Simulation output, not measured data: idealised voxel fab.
process module | voxel self aligned vias
cross-section cut | 225 nm wide | cells 5 nm
A cross-section is a grid of square cells, given in bands from the top down. A band is one or more rows of cells.
Each band's line starts with the height of the band's top and of its bottom, in nm. Then come its materials from left to right, each with its width in nm. One material with "throughout" fills the band from edge to edge. "air" is empty space.
Height 0 is the level under which the wafer as received is all one material. The lowest band goes on downwards, as in "0 down".
A width such as "30 to 40" changes by the same amount from each row of cells to the next, from the band's top row to its bottom row.
"no change" after a step means that no cell of the cross-section changed.
closed voids: empty space of 8 cells or more with no open way to the top, each as width x height at its distance from the left edge, in nm
after a step's settings: what the simulator itself notes on the step
overlay nm, on a step with a mask: how far to the right of its planned place the mask lay; to the left if negative
plan
1 op RECEIVE | material Si
2 op CONFORMAL_DEP | material SiO2 | thk nm 10
3 op CONFORMAL_DEP | material SiCN | thk nm 5
4 op DIRECTIONAL_DEP | material lowk | thk nm 30
5 op MASKED_ETCH | tone open | mask id LINES | width nm 30 | pitch nm 70 | etch materials lowk | depth nm 30 | overlay nm 0
6 op CONFORMAL_DEP | material TiN | thk nm 5
7 op FILL_DEP | material W | thk nm 10
8 op CMP | height nm 45
9 op SELECTIVE_ETCH | etch materials W Ru TiN | depth nm 10
10 op FILL_DEP | material SiN | thk nm 10
11 op CMP | height nm 45
12 op DIRECTIONAL_DEP | material lowk | thk nm 15
13 op MASKED_ETCH | tone open | mask id VIAS | width nm 40 | pitch nm 70 | etch materials lowk | depth nm 15 | overlay nm 0
14 op MASKED_ETCH | tone open | mask id VIAS | width nm 40 | pitch nm 70 | etch materials SiN | depth nm 10 | overlay nm 0
15 op CONFORMAL_DEP | material TiN | thk nm 5
16 op FILL_DEP | material W | thk nm 5
17 op CMP | height nm 60
18 op CONFORMAL_DEP | material SiCN | thk nm 5
first wafer, as planned
as received, after step 1
  0 down: Si throughout
  closed voids: none
after step 2
  10 to 0: SiO2 throughout
  below 0: unchanged
after step 3
  15 to 10: SiCN throughout
  below 10: unchanged
after step 4
  45 to 15: lowk throughout
  below 15: unchanged
after step 5
  45 to 15: lowk 60 | air 30 | lowk 40 | air 30 | lowk 65
  below 15: unchanged
after step 6
  50 to 45: TiN 65 | air 20 | TiN 50 | air 20 | TiN 70
  45 to 20: lowk 60 | TiN 5 | air 20 | TiN 5 | lowk 40 | TiN 5 | air 20 | TiN 5 | lowk 65
  20 to 15: lowk 60 | TiN 30 | lowk 40 | TiN 30 | lowk 65
  below 15: unchanged
after step 7
  60 to 50: W throughout
  50 to 45: TiN 65 | W 20 | TiN 50 | W 20 | TiN 70
  45 to 20: lowk 60 | TiN 5 | W 20 | TiN 5 | lowk 40 | TiN 5 | W 20 | TiN 5 | lowk 65
  below 20: unchanged
after step 8
  45 to 20: lowk 60 | TiN 5 | W 20 | TiN 5 | lowk 40 | TiN 5 | W 20 | TiN 5 | lowk 65
  below 20: unchanged
after step 9
  45 to 35: lowk 60 | air 30 | lowk 40 | air 30 | lowk 65
  below 35: unchanged
after step 10
  55 to 45: SiN throughout
  45 to 35: lowk 60 | SiN 30 | lowk 40 | SiN 30 | lowk 65
  below 35: unchanged
after step 11
  45 to 35: lowk 60 | SiN 30 | lowk 40 | SiN 30 | lowk 65
  below 35: unchanged
after step 12
  60 to 45: lowk throughout
  below 45: unchanged
after step 13
  60 to 45: lowk 55 | air 40 | lowk 30 | air 40 | lowk 60
  below 45: unchanged
after step 14
  60 to 45: lowk 55 | air 40 | lowk 30 | air 40 | lowk 60
  45 to 35: lowk 60 | air 30 | lowk 40 | air 30 | lowk 65
  below 35: unchanged
after step 15
  65 to 60: TiN 60 | air 30 | TiN 40 | air 30 | TiN 65
  60 to 50: lowk 55 | TiN 5 | air 30 | TiN 5 | lowk 30 | TiN 5 | air 30 | TiN 5 | lowk 60
  50 to 40: lowk 55 to 60 | TiN 10 to 5 | air 20 | TiN 10 to 5 | lowk 30 to 40 | TiN 10 to 5 | air 20 | TiN 10 to 5 | lowk 60 to 65
  40 to 35: lowk 60 | TiN 30 | lowk 40 | TiN 30 | lowk 65
  below 35: unchanged
after step 16
  70 to 65: W throughout
  65 to 60: TiN 60 | W 30 | TiN 40 | W 30 | TiN 65
  60 to 50: lowk 55 | TiN 5 | W 30 | TiN 5 | lowk 30 | TiN 5 | W 30 | TiN 5 | lowk 60
  50 to 40: lowk 55 to 60 | TiN 10 to 5 | W 20 | TiN 10 to 5 | lowk 30 to 40 | TiN 10 to 5 | W 20 | TiN 10 to 5 | lowk 60 to 65
  below 40: unchanged
after step 17
  60 to 50: lowk 55 | TiN 5 | W 30 | TiN 5 | lowk 30 | TiN 5 | W 30 | TiN 5 | lowk 60
  below 50: unchanged
after step 18
  65 to 60: SiCN throughout
  below 60: unchanged
second wafer: like start, like plan, one mistake. Through step 12 it matches the first wafer
when step 13 should have ended
  60 to 45: lowk 55 | air 40 | lowk 30 | air 40 | lowk 60
  45 to 35: lowk 55 | air 5 | SiN 30 | air 5 | lowk 30 | air 5 | SiN 30 | air 5 | lowk 60
  35 to 30: lowk 55 | air 5 | TiN 5 | W 20 | TiN 5 | air 5 | lowk 30 | air 5 | TiN 5 | W 20 | TiN 5 | air 5 | lowk 60
  below 30: unchanged
when step 14 should have ended
  60 to 35: lowk 55 | air 40 | lowk 30 | air 40 | lowk 60
  below 35: unchanged
when step 15 should have ended
  65 to 60: TiN 60 | air 30 | TiN 40 | air 30 | TiN 65
  60 to 40: lowk 55 | TiN 5 | air 30 | TiN 5 | lowk 30 | TiN 5 | air 30 | TiN 5 | lowk 60
  40 to 35: lowk 55 | TiN 40 | lowk 30 | TiN 40 | lowk 60
  35 to 30: lowk 55 | TiN 10 | W 20 | TiN 10 | lowk 30 | TiN 10 | W 20 | TiN 10 | lowk 60
  below 30: unchanged
when step 16 should have ended
  70 to 65: W throughout
  65 to 60: TiN 60 | W 30 | TiN 40 | W 30 | TiN 65
  60 to 40: lowk 55 | TiN 5 | W 30 | TiN 5 | lowk 30 | TiN 5 | W 30 | TiN 5 | lowk 60
  below 40: unchanged
when step 17 should have ended
  60 to 40: lowk 55 | TiN 5 | W 30 | TiN 5 | lowk 30 | TiN 5 | W 30 | TiN 5 | lowk 60
  below 40: unchanged
when step 18 should have ended
  65 to 60: SiCN throughout
  below 60: unchanged
what went wrong: step 13 was run twice
at the end the second wafer has, in cells: 4 more of TiN | 8 more of W | 12 fewer of lowk
